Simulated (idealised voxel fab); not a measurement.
The process module presented herein is designated voxel wiring stack.
Xsec cut, 185 nm wide, square cell size 5 nm.
Cross-section spec: square-cell grid; bands listed top down; each band is one or more rows. A band entry consists of two parts. The first gives the height of the band's top and the height of its bottom, in nm. The rest lists the band's materials from left to right, each with its width in nm. A single material labelled with the word "full width" fills the band from edge to edge, and the word "empty" marks empty space. Height reference: 0 = level under which incoming wafer is all one material. Lowest band: no bottom, runs on downward, e.g. "0..down". Width: "30->40" (first number = top row, second number = bottom row, same change from row to row of cells). "identical to before", as given for a step, is the statement that not any cell of the cross-section underwent a change during that step. Reported under the label "Enclosed internal voids" are the empty spaces having no open way to the top and comprising 8 cells or more; the notation for each is width x height at distance, in which the distance is measured from the left edge and all three values are in nm. Heads up: the bit after the settings on a step's line is the simulator's remark on that step. overlay nm: mask right of planned place by this much (step with mask). Neg. = left.

Listed below are the process steps as planned:
1,op RECEIVE | material Si
2,op CONFORMAL_DEP | material SiO2 | thk nm 10
3,op DIRECTIONAL_DEP | material TiN | thk nm 5
4,op DIRECTIONAL_DEP | material Ru | thk nm 25
5,op MASKED_ETCH | tone cover | mask id METAL_1 | width nm 20 | pitch nm 45 | etch materials Ru | depth nm 25 | overlay nm 0
6,op MASKED_ETCH | tone cover | mask id METAL_1 | width nm 20 | pitch nm 45 | etch materials TiN | depth nm 5 | overlay nm 0
7,op CONFORMAL_DEP | material SiCN | thk nm 5
8,op FILL_DEP | material SiO2 | thk nm 10
9,op CMP | height nm 40
10,op CONFORMAL_DEP | material SiCN | thk nm 5
11,op DIRECTIONAL_DEP | material SiO2 | thk nm 15
12,op MASKED_ETCH | tone open | mask id PLUG_1 | width nm 15 | pitch nm 45 | etch materials SiO2 | depth nm 15 | overlay nm 0
13,op MASKED_ETCH | tone open | mask id PLUG_1 | width nm 15 | pitch nm 45 | etch materials SiCN | depth nm 5 | overlay nm 0
14,op EPI | material Ru | thk nm 10
15,op EPI | material Ru | thk nm 10
16,op DIRECTIONAL_DEP | material TiN | thk nm 5
17,op DIRECTIONAL_DEP | material Ru | thk nm 20
18,op DIRECTIONAL_DEP | material aC | thk nm 15
19,op PATTERN | tone cover | mask id METAL_2 | material resist | width nm 20 | pitch nm 45 | thk nm 30 | overlay nm 0
20,op DIRECTIONAL_ETCH | etch materials aC | depth nm 15
21,op STRIP | etch materials resist
22,op DIRECTIONAL_ETCH | etch materials Ru | depth nm 20
23,op DIRECTIONAL_ETCH | etch materials TiN | depth nm 5
24,op STRIP | etch materials aC
25,op FILL_DEP | material lowk | thk nm 5
26,op CMP | height nm 85
27,op CONFORMAL_DEP | material SiCN | thk nm 5

So this is the incoming wafer in cross-section - it's already been through step 1:
    0..down  Si full width
    Enclosed internal voids: none

The cross-section shown corresponds to the wafer at the conclusion of the module. The initial structure and the process plan are those presented above; however, one mistake occurred in executing the plan:
    90..85  SiCN full width
    85..65  35 nm lowk / 20 nm Ru / 25 nm lowk / 20 nm Ru / 25 nm lowk / 20 nm Ru / 40 nm lowk
    65..60  SiCN full width
    60..45  35 nm SiO2 / 15 nm Ru / 30 nm SiO2 / 15 nm Ru / 30 nm SiO2 / 15 nm Ru / 45 nm SiO2
    45..40  35 nm SiCN / 15 nm Ru / 30 nm SiCN / 15 nm Ru / 30 nm SiCN / 15 nm Ru / 45 nm SiCN
    40..15  30 nm SiO2 / 5 nm SiCN / 20 nm Ru / 5 nm SiCN / 15 nm SiO2 / 5 nm SiCN / 20 nm Ru / 5 nm SiCN / 15 nm SiO2 / 5 nm SiCN / 20 nm Ru / 5 nm SiCN / 35 nm SiO2
    15..10  35 nm SiCN / 20 nm TiN / 25 nm SiCN / 20 nm TiN / 25 nm SiCN / 20 nm TiN / 40 nm SiCN
    10..0  SiO2 full width
    0..down  Si full width
    Enclosed internal voids: none
Misprocessing identified: step 16 did not use the planned setting and instead ran as op DIRECTIONAL_DEP | material SiCN | thk nm 5
